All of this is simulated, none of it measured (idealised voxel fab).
Herein follows the process module entitled voxel capacitor over wiring.
In the cross-section labelled cut, the width is 235 nm and each square cell is 5 nm.
In what follows, cross-sections appear as grids of square cells, described through bands that run from the top down, where every band is one or more rows of cells. A band entry consists of two parts. The first gives the height of the band's top and the height of its bottom, in nm. The rest lists the band's materials from left to right, each with its width in nm. A single material labelled with the word "edge to edge" fills the band from edge to edge, and the word "air" marks empty space. Below 0: as-received wafer, all one material; heights counted from there. Lowest band: no bottom, goes on down, written "0 and below". Top row gets the first number, bottom row gets the second, and each row in between changes by the same step: that is how a band width like "30 to 40" works. Step note "no modifications" = no cross-section cell changed. In the "closed voids" entry, you get each enclosed empty space of 8 cells or more, one with no open way to the top, written width x height at distance, distance from the left edge, in nm. Post-settings text on a step line: simulator's own remark regarding the step. The "overlay nm" setting may appear on a step's line; for a step that uses a mask, it gives how far to the right of its planned position the mask lay, and a negative value indicates the left.

# Listed below are the process steps as planned
- 1: RECEIVE (material Si)
- 2: CONFORMAL_DEP (material SiO2; thk nm 15)
- 3: CONFORMAL_DEP (material SiCN; thk nm 5)
- 4: DIRECTIONAL_DEP (material SiO2; thk nm 25)
- 5: MASKED_ETCH (tone open; mask id METAL_1; width nm 30; pitch nm 85; etch materials SiO2; depth nm 25; overlay nm 0)
- 6: MASKED_ETCH (tone open; mask id METAL_1; width nm 30; pitch nm 85; etch materials SiCN; depth nm 5; overlay nm 0)
- 7: CONFORMAL_DEP (material TiN; thk nm 5)
- 8: FILL_DEP (material Cu; thk nm 5)
- 9: CMP (height nm 45)
- 10: CONFORMAL_DEP (material SiCN; thk nm 5)
- 11: DIRECTIONAL_DEP (material SiO2; thk nm 20)
- 12: DIRECTIONAL_DEP (material aC; thk nm 15)
- 13: PATTERN (tone open; mask id PLUG_1; material resist; width nm 15; thk nm 30; overlay nm 0)
- 14: DIRECTIONAL_ETCH (etch materials aC; depth nm 15)
- 15: STRIP (etch materials resist)
- 16: DIRECTIONAL_ETCH (etch materials SiO2; depth nm 20)
- 17: DIRECTIONAL_ETCH (etch materials SiCN; depth nm 5)
- 18: STRIP (etch materials aC)
- 19: CONFORMAL_DEP (material TiN; thk nm 5)
- 20: FILL_DEP (material Cu; thk nm 10)
- 21: CMP (height nm 70)
- 22: DIRECTIONAL_DEP (material TiN; thk nm 10)
- 23: DIRECTIONAL_DEP (material HfO2; thk nm 5)
- 24: DIRECTIONAL_DEP (material TiN; thk nm 10)
- 25: PATTERN (tone cover; mask id UPPER_PLATE; material resist; width nm 60; thk nm 15; overlay nm 0)
- 26: DIRECTIONAL_ETCH (etch materials TiN; depth nm 10)
- 27: DIRECTIONAL_ETCH (etch materials HfO2; depth nm 5)
- 28: STRIP (etch materials resist)
- 29: MASKED_ETCH (tone cover; mask id LOWER_PLATE; width nm 70; etch materials TiN; depth nm 10; overlay nm 0)
- 30: FILL_DEP (material SiO2; thk nm 15)
- 31: CMP (height nm 105)
- 32: DIRECTIONAL_DEP (material aC; thk nm 15)
- 33: PATTERN (tone open; mask id PLUG_2; material resist; width nm 15; thk nm 30; overlay nm 0)
- 34: DIRECTIONAL_ETCH (etch materials aC; depth nm 15)
- 35: STRIP (etch materials resist)
- 36: DIRECTIONAL_ETCH (etch materials SiO2; depth nm 10)
- 37: STRIP (etch materials aC)
- 38: CONFORMAL_DEP (material TiN; thk nm 5)
- 39: FILL_DEP (material Ru; thk nm 10)
- 40: CMP (height nm 105)
- 41: CONFORMAL_DEP (material SiN; thk nm 5)

# Wafer cross-section on receipt, i.e. after step 1
- 0 and below  Si edge to edge
- closed voids: none

# Wafer cross-section at end of module: start and plan as shown above, one execution error
- 110 down to 105  SiN edge to edge
- 105 down to 100  SiO2 85, then TiN 5, then Ru 5, then TiN 5, then SiO2 135
- 100 down to 95  SiO2 85, then TiN 15, then SiO2 135
- 95 down to 90  SiO2 edge to edge
- 90 down to 80  SiO2 75, then TiN 60, then SiO2 100
- 80 down to 70  SiO2 70, then TiN 70, then SiO2 95
- 70 down to 50  SiO2 75, then TiN 5, then Cu 5, then TiN 5, then SiO2 145
- 50 down to 45  SiCN 75, then TiN 15, then SiCN 145
- 45 down to 20  SiO2 60, then TiN 5, then Cu 20, then TiN 5, then SiO2 55, then TiN 5, then Cu 20, then TiN 5, then SiO2 60
- 20 down to 15  SiCN 60, then TiN 30, then SiCN 55, then TiN 30, then SiCN 60
- 15 down to 0  SiO2 edge to edge
- 0 and below  Si edge to edge
- closed voids: none
Nonconformance to the process plan: the plan's step 23 was left out and never carried out
